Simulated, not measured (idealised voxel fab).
Process module in this document: voxel air gaps
Displayed cross-section: cut, width of 270 nm, square cells sized 5 nm.
When this document writes out a cross-section, it uses a grid of square cells and lists it as bands, beginning at the top and moving down, with a band standing for one or more rows of cells. Heights first: top, then bottom, in nm. Then materials, left to right, each with a width in nm. "edge to edge" on a single material: fills the band edge to edge. "air": empty space. Height datum 0, below which the as-received substrate wafer is one material. Lowest band open at the bottom, running downward: "top 0, no bottom". The two numbers in a width such as "30..40" mark its ends across the band: the first belongs to the top row of cells, the second to the bottom row, and from each row to the next the width moves by the same amount. "nothing changed" -> step changed no cross-section cell. "Voids lacking openings" - sealed voids, min. 8 cells, no opening to top; format: width x height at distance (distance from left edge; nm throughout). If you see something after the settings on a step's line, that's the simulator's own remark about that step. If you see "overlay nm" on a step's line and that step has a mask, it's telling you how far right of where it was planned the mask ended up; a negative number means it went left instead.
## List of planned process steps
1. RECEIVE, material Si
2. CONFORMAL_DEP, material SiO2, thk nm 10
3. CONFORMAL_DEP, material SiCN, thk nm 5
4. DIRECTIONAL_DEP, material SiO2, thk nm 30
5. PATTERN, tone open, mask id LINES, material resist, width nm 25, pitch nm 55, thk nm 15, overlay nm 0
6. DIRECTIONAL_ETCH, etch materials SiO2, depth nm 40
7. STRIP, etch materials resist
8. CONFORMAL_DEP, material TiN, thk nm 5
9. FILL_DEP, material Ru, thk nm 5
10. CMP, height nm 55
11. EPI, material Ru, thk nm 10
12. SELECTIVE_ETCH, etch materials SiO2, depth nm 50
13. CONFORMAL_DEP, material SiCN, thk nm 5
The plan shows the thk nm of step 4 as the first wafer had it; this setting differs between the wafers, which start out alike.
## Cut through the first of several wafers as received, post step 1
  top 0, no bottom  Si edge to edge
  Voids lacking openings: none
## Cross-section, first of several wafers, end of module, after last step 13
  top 70, bottom 65  SiCN edge to edge
  top 65, bottom 50  Ru edge to edge
  top 50, bottom 45  70 nm TiN, then 15 nm Ru, then 40 nm TiN, then 15 nm Ru, then 40 nm TiN, then 15 nm Ru, then 75 nm TiN
  top 45, bottom 20  65 nm SiO2, then 5 nm TiN, then 15 nm Ru, then 5 nm TiN, then 30 nm SiO2, then 5 nm TiN, then 15 nm Ru, then 5 nm TiN, then 30 nm SiO2, then 5 nm TiN, then 15 nm Ru, then 5 nm TiN, then 70 nm SiO2
  top 20, bottom 15  65 nm SiO2, then 25 nm TiN, then 30 nm SiO2, then 25 nm TiN, then 30 nm SiO2, then 25 nm TiN, then 70 nm SiO2
  top 15, bottom 10  SiCN edge to edge
  top 10, bottom 0  SiO2 edge to edge
  top 0, no bottom  Si edge to edge
  Voids lacking openings: none
## End of module, last wafer sectioned
  top 70, bottom 65  50 nm air, then 165 nm SiCN, then 55 nm air
  top 65, bottom 55  50 nm air, then 5 nm SiCN, then 45 nm Ru, then 10 nm SiCN, then 45 nm Ru, then 10 nm SiCN, then 45 nm Ru, then 5 nm SiCN, then 55 nm air
  top 55, bottom 50  50 nm air, then 15 nm SiCN, then 5 nm TiN, then 15 nm Ru, then 5 nm TiN, then 30 nm SiCN, then 5 nm TiN, then 15 nm Ru, then 5 nm TiN, then 30 nm SiCN, then 5 nm TiN, then 15 nm Ru, then 5 nm TiN, then 15 nm SiCN, then 55 nm air
  top 50, bottom 20  60 nm air, then 5 nm SiCN, then 5 nm TiN, then 15 nm Ru, then 5 nm TiN, then 5 nm SiCN, then 20 nm air, then 5 nm SiCN, then 5 nm TiN, then 15 nm Ru, then 5 nm TiN, then 5 nm SiCN, then 20 nm air, then 5 nm SiCN, then 5 nm TiN, then 15 nm Ru, then 5 nm TiN, then 5 nm SiCN, then 65 nm air
  top 20, bottom 15  65 nm SiCN, then 25 nm TiN, then 30 nm SiCN, then 25 nm TiN, then 30 nm SiCN, then 25 nm TiN, then 70 nm SiCN
  top 15, bottom 10  SiCN edge to edge
  top 10, bottom 0  SiO2 edge to edge
  top 0, no bottom  Si edge to edge
  Voids lacking openings: 20 x 30 at 95; 20 x 30 at 150
## each wafer at the end: cells of each material gained (+) or lost (-) since it was received, then its closed voids
thk nm 30, +216 Ru, +108 SiCN, +342 SiO2, +90 TiN, Voids lacking openings: none
thk nm 35, +171 Ru, +108 SiCN, +381 SiO2, +96 TiN, Voids lacking openings: none
thk nm 40, +117 Ru, +192 SiCN, +108 SiO2, +57 TiN, Voids lacking openings: 20 x 30 at 95; 20 x 30 at 150
